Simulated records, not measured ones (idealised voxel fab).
This section sets out a process module, namely voxel transistor to metal.
Displayed cross-section: cut, width of 280 nm, square cells sized 5 nm.
Notation: cross-section as square-cell grid; stated in bands, top first, going down; one or more cell rows per band.
For a band, the entry starts with two heights in nm, that of the top and then that of the bottom, and carries on with the band's materials in order from left to right, each alongside its width in nm; the word "everywhere" beside a single material means it fills the band edge to edge, and "empty" means empty space.
Height 0 is the level under which the wafer as received is all one material. The lowest band goes on downwards, as in "0 down".
The width entry "30..40" should be interpreted row by row: the top row of cells in the band takes the first number, the bottom row takes the second number, and the change between adjacent rows is uniform throughout.
Reading "changes: none" for a step: not a cell of the cross-section changed in it.
Entry "Encapsulated voids" = empty spaces >= 8 cells with no open way to the top; each as width x height at distance, distance from left edge, all nm.
Read whatever lies past the settings on a step's line as the simulator's own remark about the step.
When a step includes a mask, the "overlay nm" setting on its line states how far to the right of its planned place that mask lay, and negative values state how far to the left.
Steps in the process plan
step 1: RECEIVE,material Si
step 2: OXIDIZE,depth nm 5
step 3: CONFORMAL_DEP,material SiN,thk nm 10
step 4: PATTERN,tone cover,mask id ACTIVE,material resist,width nm 105,pitch nm 125,thk nm 15,overlay nm 0
step 5: DIRECTIONAL_ETCH,etch materials SiN,depth nm 10
step 6: DIRECTIONAL_ETCH,etch materials SiO2,depth nm 5
step 7: DIRECTIONAL_ETCH,etch materials Si,depth nm 30
step 8: STRIP,etch materials resist
step 9: OXIDIZE,depth nm 5
step 10: FILL_DEP,material SiO2,thk nm 15
step 11: CMP,height nm 10
step 12: SELECTIVE_ETCH,etch materials SiO2,depth nm 5
step 13: STRIP,etch materials SiN
step 14: SELECTIVE_ETCH,etch materials SiO2,depth nm 5
step 15: OXIDIZE,depth nm 5
step 16: DIRECTIONAL_DEP,material polySi,thk nm 20
step 17: DIRECTIONAL_DEP,material SiCN,thk nm 15
step 18: DIRECTIONAL_DEP,material aC,thk nm 15
step 19: PATTERN,tone cover,mask id GATE,material resist,width nm 15,pitch nm 125,thk nm 30,overlay nm 0
step 20: DIRECTIONAL_ETCH,etch materials aC,depth nm 15
step 21: STRIP,etch materials resist
step 22: DIRECTIONAL_ETCH,etch materials SiCN,depth nm 25
step 23: DIRECTIONAL_ETCH,etch materials polySi,depth nm 30
step 24: STRIP,etch materials aC
step 25: CONFORMAL_DEP,material SiO2,thk nm 5
step 26: DIRECTIONAL_ETCH,etch materials SiO2,depth nm 5
step 27: CONFORMAL_DEP,material SiN,thk nm 5
step 28: DIRECTIONAL_ETCH,etch materials SiN,depth nm 5
step 29: DIRECTIONAL_ETCH,etch materials SiO2,depth nm 5
step 30: DIRECTIONAL_ETCH,etch materials Si,depth nm 10
step 31: EPI,material pSi,thk nm 15
step 32: FILL_DEP,material SiO2,thk nm 5
step 33: CMP,height nm 30
step 34: DIRECTIONAL_DEP,material SiO2,thk nm 10
step 35: MASKED_ETCH,tone open,mask id CONTACT,width nm 35,etch materials SiO2,depth nm 45,overlay nm 0
step 36: CONFORMAL_DEP,material TiN,thk nm 5
step 37: FILL_DEP,material Ru,thk nm 10
step 38: CMP,height nm 40
step 39: DIRECTIONAL_DEP,material TiN,thk nm 5
step 40: DIRECTIONAL_DEP,material W,thk nm 20
step 41: MASKED_ETCH,tone cover,mask id METAL_1,width nm 20,etch materials W,depth nm 20,overlay nm 0
step 42: MASKED_ETCH,tone cover,mask id METAL_1,width nm 20,etch materials TiN,depth nm 5,overlay nm 0
step 43: FILL_DEP,material lowk,thk nm 5
step 44: CMP,height nm 65
step 45: CONFORMAL_DEP,material SiN,thk nm 5
What sets these wafers apart? The width nm at step 19. They all start alike, and the plan carries the first wafer's value.
First of several wafers, received after step 1, in cross-section
> 0 down = Si everywhere
> Encapsulated voids: none
Note: the following table is arranged by wafer, a row apiece. Each row reports the end-of-module state: per material, cells gained (+) or cells lost (-) compared with the wafer as received; closed voids follow
width nm 15 | +108 Ru | -268 Si | +18 SiCN | +88 SiN | +346 SiO2 | +108 TiN | +64 W | +200 lowk | +96 pSi | +24 polySi | Encapsulated voids: none
width nm 20 | +94 Ru | -264 Si | +24 SiCN | +88 SiN | +334 SiO2 | +122 TiN | +64 W | +200 lowk | +90 pSi | +32 polySi | Encapsulated voids: none
width nm 25 | +80 Ru | -260 Si | +30 SiCN | +88 SiN | +322 SiO2 | +136 TiN | +64 W | +200 lowk | +84 pSi | +40 polySi | Encapsulated voids: none
width nm 30 | +70 Ru | -256 Si | +36 SiCN | +88 SiN | +324 SiO2 | +132 TiN | +64 W | +200 lowk | +78 pSi | +48 polySi | Encapsulated voids: none
